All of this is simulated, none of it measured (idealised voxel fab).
The following process module bears the name voxel fin reveal.
Pictured: cross-section cut, 220 nm wide, on a grid of 5 nm square cells.
A cross-section is written here as square cells arranged in a grid, and it is given in bands from the top down, each band taking up one or more rows of cells.
Each band's line starts with the height of the band's top and of its bottom, in nm. Then come its materials from left to right, each with its width in nm. One material with "full width" fills the band from edge to edge. "empty" is empty space.
Heights are expressed relative to 0, this being the level below which the as-received wafer comprises one material exclusively. The lowest band is unbounded in the downward direction and is denoted as in "0..down".
The expression "30..40" gives the width at the extremes of the band, the first number at its top row of cells and the second at its bottom row, with the width changing by equal amounts from each row to the next in between.
No cell of the cross-section changed in a step that is given as "nothing changed".
In the "Closed-off voids" entry, you get each enclosed empty space of 8 cells or more, one with no open way to the top, written width x height at distance, distance from the left edge, in nm.
Whatever follows a step's settings on its line is a remark the simulator itself makes about that step.
overlay nm: on a step with a mask, how far right of its planned place the mask lay; negative means left.
# Planned step list for the process
1. RECEIVE with material Si
2. CONFORMAL_DEP with material SiN, thk nm 10
3. PATTERN with tone cover, mask id FINS, material resist, width nm 15, pitch nm 35, thk nm 20, overlay nm 0
4. DIRECTIONAL_ETCH with etch materials SiN, depth nm 10
5. DIRECTIONAL_ETCH with etch materials Si, depth nm 30
6. STRIP with etch materials resist
7. FILL_DEP with material SiO2, thk nm 15
8. CMP with height nm 10
9. SELECTIVE_ETCH with etch materials SiO2, depth nm 25
10. STRIP with etch materials SiN
# The first wafer of two, processed as planned
# Step 1 complete: cross-section of the wafer as received
* 0..down  Si full width
* Closed-off voids: none
# Take a look at the wafer's cross-section after step 2
* 10..0  SiN full width
* No changes below 0.
# Take a look at the wafer's cross-section after step 3
* 30..10  empty=85 / resist=15 / empty=20 / resist=15 / empty=85
* No changes below 10.
# Take a look at the wafer's cross-section after step 4
* 30..10  empty=85 / resist=15 / empty=20 / resist=15 / empty=85
* 10..0  empty=85 / SiN=15 / empty=20 / SiN=15 / empty=85
* No changes below 0.
# Take a look at the wafer's cross-section after step 5
* 30..10  empty=85 / resist=15 / empty=20 / resist=15 / empty=85
* 10..0  empty=85 / SiN=15 / empty=20 / SiN=15 / empty=85
* 0..-30  empty=85 / Si=15 / empty=20 / Si=15 / empty=85
* No changes below -30.
# Take a look at the wafer's cross-section after step 6
* 10..0  empty=85 / SiN=15 / empty=20 / SiN=15 / empty=85
* No changes below 0.
# Take a look at the wafer's cross-section after step 7
* 25..10  SiO2 full width
* 10..0  SiO2=85 / SiN=15 / SiO2=20 / SiN=15 / SiO2=85
* 0..-30  SiO2=85 / Si=15 / SiO2=20 / Si=15 / SiO2=85
* No changes below -30.
# Take a look at the wafer's cross-section after step 8
* 10..0  SiO2=85 / SiN=15 / SiO2=20 / SiN=15 / SiO2=85
* No changes below 0.
# Take a look at the wafer's cross-section after step 9
* 10..0  empty=85 / SiN=15 / empty=20 / SiN=15 / empty=85
* 0..-15  empty=85 / Si=15 / empty=20 / Si=15 / empty=85
* No changes below -15.
# Take a look at the wafer's cross-section after step 10
* 0..-15  empty=85 / Si=15 / empty=20 / Si=15 / empty=85
* No changes below -15.
# Second wafer, same starting state and plan as the first, one mistake in the run, identical through step 4
# Look at the second wafer in cross-section at the time step 5 ought to have finished
* 30..10  empty=85 / resist=15 / empty=20 / resist=15 / empty=85
* 10..0  empty=85 / SiN=15 / empty=20 / SiN=15 / empty=85
* 0..-60  empty=85 / Si=15 / empty=20 / Si=15 / empty=85
* No changes below -60.
# Look at the second wafer in cross-section at the time step 6 ought to have finished
* 10..0  empty=85 / SiN=15 / empty=20 / SiN=15 / empty=85
* No changes below 0.
# Look at the second wafer in cross-section at the time step 7 ought to have finished
* 25..10  SiO2 full width
* 10..0  SiO2=85 / SiN=15 / SiO2=20 / SiN=15 / SiO2=85
* 0..-60  SiO2=85 / Si=15 / SiO2=20 / Si=15 / SiO2=85
* No changes below -60.
# Look at the second wafer in cross-section at the time step 8 ought to have finished
* 10..0  SiO2=85 / SiN=15 / SiO2=20 / SiN=15 / SiO2=85
* No changes below 0.
# Look at the second wafer in cross-section at the time step 9 ought to have finished
* 10..0  empty=85 / SiN=15 / empty=20 / SiN=15 / empty=85
* 0..-15  empty=85 / Si=15 / empty=20 / Si=15 / empty=85
* No changes below -15.
# Look at the second wafer in cross-section at the time step 10 ought to have finished
* 0..-15  empty=85 / Si=15 / empty=20 / Si=15 / empty=85
* No changes below -15.
Short version of what went wrong: in the plan, step 5 was performed twice
The closing comparison, in cells, has the second wafer with more or fewer of some materials than the first: -228 Si | +228 SiO2
